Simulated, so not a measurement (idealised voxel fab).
Herein follows the process module entitled voxel ribs on slabs.
Square cells of 5 nm make up the cross-section cut, whose width is 160 nm.
This document writes a cross-section as a grid whose cells are square, and gives it as bands, listed from the top down; one or more rows of cells form a band. In this notation a band is specified by the heights of its top and bottom, in that order and in nm, after which its materials appear from left to right, each paired with its width in nm. The word "edge to edge" attached to a single material means that material fills the band from edge to edge; the word "blank" stands for empty space. Height is counted from the level 0, under which the received wafer is composed throughout of one material. The lowest of the bands is not closed at the bottom but continues downward, in the notation "0 down". A width given as "30 to 40" starts at the first number in the band's top row and ends at the second number in its bottom row, shifting by an equal amount at every step from row to row. Where a step carries "no modifications", the cross-section came out of it unchanged, cell for cell. Empty spaces counting at least 8 cells and having no open way to the top are listed in "Unvented internal voids". The notation width x height at distance is used for each, the distance being from the left edge and all three values in nm. Formally, on a step line, whatever follows the settings is a remark that the simulator itself makes on the step. overlay nm: how far to the right of its planned place the mask lay on this masked step (negative: to the left).

INTENDED PROCESS STEPS
step 1: RECEIVE with material Si
step 2: DIRECTIONAL_DEP with material SiO2, thk nm 20
step 3: DIRECTIONAL_DEP with material polySi, thk nm 20
step 4: MASKED_ETCH with tone cover, mask id RIB, width nm 30, etch materials polySi, depth nm 5, overlay nm 0
step 5: PATTERN with tone cover, mask id SLAB, material resist, width nm 80, thk nm 20, overlay nm 0
step 6: DIRECTIONAL_ETCH with etch materials polySi, depth nm 15
step 7: STRIP with etch materials resist
step 8: FILL_DEP with material SiO2, thk nm 20
step 9: CMP with height nm 55
step 10: DIRECTIONAL_DEP with material W, thk nm 10
step 11: MASKED_ETCH with tone cover, mask id HEATER, width nm 40, etch materials W, depth nm 10, overlay nm 0
step 12: CONFORMAL_DEP with material SiN, thk nm 5

CROSS-SECTION OF THE INCOMING WAFER, STATE AFTER STEP 1
  0 down: Si edge to edge
  Unvented internal voids: none

CROSS-SECTION: FIRST OF TWO WAFERS, MODULE FINISHED, RUN ACCORDING TO PLAN
  70 to 65: blank 55 nm | SiN 50 nm | blank 55 nm
  65 to 60: blank 55 nm | SiN 5 nm | W 40 nm | SiN 5 nm | blank 55 nm
  60 to 55: SiN 60 nm | W 40 nm | SiN 60 nm
  55 to 40: SiO2 edge to edge
  40 to 35: SiO2 65 nm | polySi 30 nm | SiO2 65 nm
  35 to 20: SiO2 40 nm | polySi 80 nm | SiO2 40 nm
  20 to 0: SiO2 edge to edge
  0 down: Si edge to edge
  Unvented internal voids: none

CROSS-SECTION, WAFER TWO OF TWO, END OF MODULE: SAME START AND PLAN AS WAFER ONE, ONE ERROR IN EXECUTION
  70 to 65: blank 55 nm | SiN 50 nm | blank 55 nm
  65 to 60: blank 55 nm | SiN 5 nm | W 40 nm | SiN 5 nm | blank 55 nm
  60 to 55: SiN 60 nm | W 40 nm | SiN 60 nm
  55 to 40: SiO2 edge to edge
  40 to 35: SiO2 65 nm | polySi 30 nm | SiO2 65 nm
  35 to 20: SiO2 30 nm | polySi 80 nm | SiO2 50 nm
  20 to 0: SiO2 edge to edge
  0 down: Si edge to edge
  Unvented internal voids: none
Against the plan, the run slipped here: the process deviated at step 5: the operation and settings actually run there were PATTERN with tone cover, mask id SLAB, material resist, width nm 80, thk nm 20, overlay nm -10
Heads up: at the end the two wafers have identical cell counts per material, they're just laid out differently.
